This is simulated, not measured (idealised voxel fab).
process module | voxel ribs on slabs
cross-section cut | 250 nm wide | cells 5 nm
A cross-section is a grid of square cells, given in bands from the top down. A band is one or more rows of cells.
Each band's line starts with the height of the band's top and of its bottom, in nm. Then come its materials from left to right, each with its width in nm. One material with "throughout" fills the band from edge to edge. "air" is empty space.
Height 0 is the level under which the wafer as received is all one material. The lowest band goes on downwards, as in "0 down".
A width such as "30 to 40" changes by the same amount from each row of cells to the next, from the band's top row to its bottom row.
"no change" after a step means that no cell of the cross-section changed.
closed voids: empty space of 8 cells or more with no open way to the top, each as width x height at its distance from the left edge, in nm
after a step's settings: what the simulator itself notes on the step
overlay nm, on a step with a mask: how far to the right of its planned place the mask lay; to the left if negative
plan
1 op RECEIVE | material Si
2 op DIRECTIONAL_DEP | material SiO2 | thk nm 30
3 op DIRECTIONAL_DEP | material SiN | thk nm 15
4 op PATTERN | tone cover | mask id RIB | material resist | width nm 25 | thk nm 15 | overlay nm 0
5 op DIRECTIONAL_ETCH | etch materials SiN | depth nm 5
6 op STRIP | etch materials resist
7 op MASKED_ETCH | tone cover | mask id SLAB | width nm 75 | etch materials SiN | depth nm 10 | overlay nm 0
8 op FILL_DEP | material SiO2 | thk nm 25
9 op CMP | height nm 60
10 op DIRECTIONAL_DEP | material TiN | thk nm 10
11 op DIRECTIONAL_DEP | material aC | thk nm 10
12 op PATTERN | tone cover | mask id HEATER | material resist | width nm 35 | thk nm 30 | overlay nm 0
13 op DIRECTIONAL_ETCH | etch materials aC | depth nm 10
14 op STRIP | etch materials resist
15 op DIRECTIONAL_ETCH | etch materials TiN | depth nm 10
16 op STRIP | etch materials aC
17 op CONFORMAL_DEP | material SiN | thk nm 5
first wafer, as planned
as received, after step 1
  0 down: Si throughout
  closed voids: none
after step 2
  30 to 0: SiO2 throughout
  below 0: unchanged
after step 3
  45 to 30: SiN throughout
  below 30: unchanged
after step 4
  60 to 45: air 110 | resist 25 | air 115
  below 45: unchanged
after step 5
  60 to 45: air 110 | resist 25 | air 115
  45 to 40: air 110 | SiN 25 | air 115
  below 40: unchanged
after step 6
  45 to 40: air 110 | SiN 25 | air 115
  below 40: unchanged
after step 7
  45 to 40: air 110 | SiN 25 | air 115
  40 to 30: air 85 | SiN 75 | air 90
  below 30: unchanged
after step 8
  70 to 45: SiO2 throughout
  45 to 40: SiO2 110 | SiN 25 | SiO2 115
  40 to 30: SiO2 85 | SiN 75 | SiO2 90
  below 30: unchanged
after step 9
  60 to 45: SiO2 throughout
  below 45: unchanged
after step 10
  70 to 60: TiN throughout
  below 60: unchanged
after step 11
  80 to 70: aC throughout
  below 70: unchanged
after step 12
  110 to 80: air 105 | resist 35 | air 110
  below 80: unchanged
after step 13
  100 to 80: air 105 | resist 35 | air 110
  80 to 70: air 105 | aC 35 | air 110
  below 70: unchanged
after step 14
  80 to 70: air 105 | aC 35 | air 110
  below 70: unchanged
after step 15
  80 to 70: air 105 | aC 35 | air 110
  70 to 60: air 105 | TiN 35 | air 110
  below 60: unchanged
after step 16
  70 to 60: air 105 | TiN 35 | air 110
  below 60: unchanged
after step 17
  75 to 70: air 100 | SiN 45 | air 105
  70 to 65: air 100 | SiN 5 | TiN 35 | SiN 5 | air 105
  65 to 60: SiN 105 | TiN 35 | SiN 110
  below 60: unchanged
second wafer: like start, like plan, one mistake. Through step 1 it matches the first wafer
when step 2 should have ended
  15 to 0: SiN throughout
  below 0: unchanged
when step 3 should have ended
  45 to 15: SiO2 throughout
  below 15: unchanged
when step 4 should have ended
  60 to 45: air 110 | resist 25 | air 115
  below 45: unchanged
when step 5 should have ended: no change
when step 6 should have ended
  45 to 15: SiO2 throughout
  below 15: unchanged
when step 7 should have ended: no change
when step 8 should have ended
  70 to 15: SiO2 throughout
  below 15: unchanged
when step 9 should have ended
  60 to 15: SiO2 throughout
  below 15: unchanged
when step 10 should have ended
  70 to 60: TiN throughout
  below 60: unchanged
when step 11 should have ended
  80 to 70: aC throughout
  below 70: unchanged
when step 12 should have ended
  110 to 80: air 105 | resist 35 | air 110
  below 80: unchanged
when step 13 should have ended
  100 to 80: air 105 | resist 35 | air 110
  80 to 70: air 105 | aC 35 | air 110
  below 70: unchanged
when step 14 should have ended
  80 to 70: air 105 | aC 35 | air 110
  below 70: unchanged
when step 15 should have ended
  80 to 70: air 105 | aC 35 | air 110
  70 to 60: air 105 | TiN 35 | air 110
  below 60: unchanged
when step 16 should have ended
  70 to 60: air 105 | TiN 35 | air 110
  below 60: unchanged
when step 17 should have ended
  75 to 70: air 100 | SiN 45 | air 105
  70 to 65: air 100 | SiN 5 | TiN 35 | SiN 5 | air 105
  65 to 60: SiN 105 | TiN 35 | SiN 110
  below 60: unchanged
what went wrong: steps 2 and 3 were swapped
at the end the second wafer has, in cells: 115 more of SiN | 115 fewer of SiO2
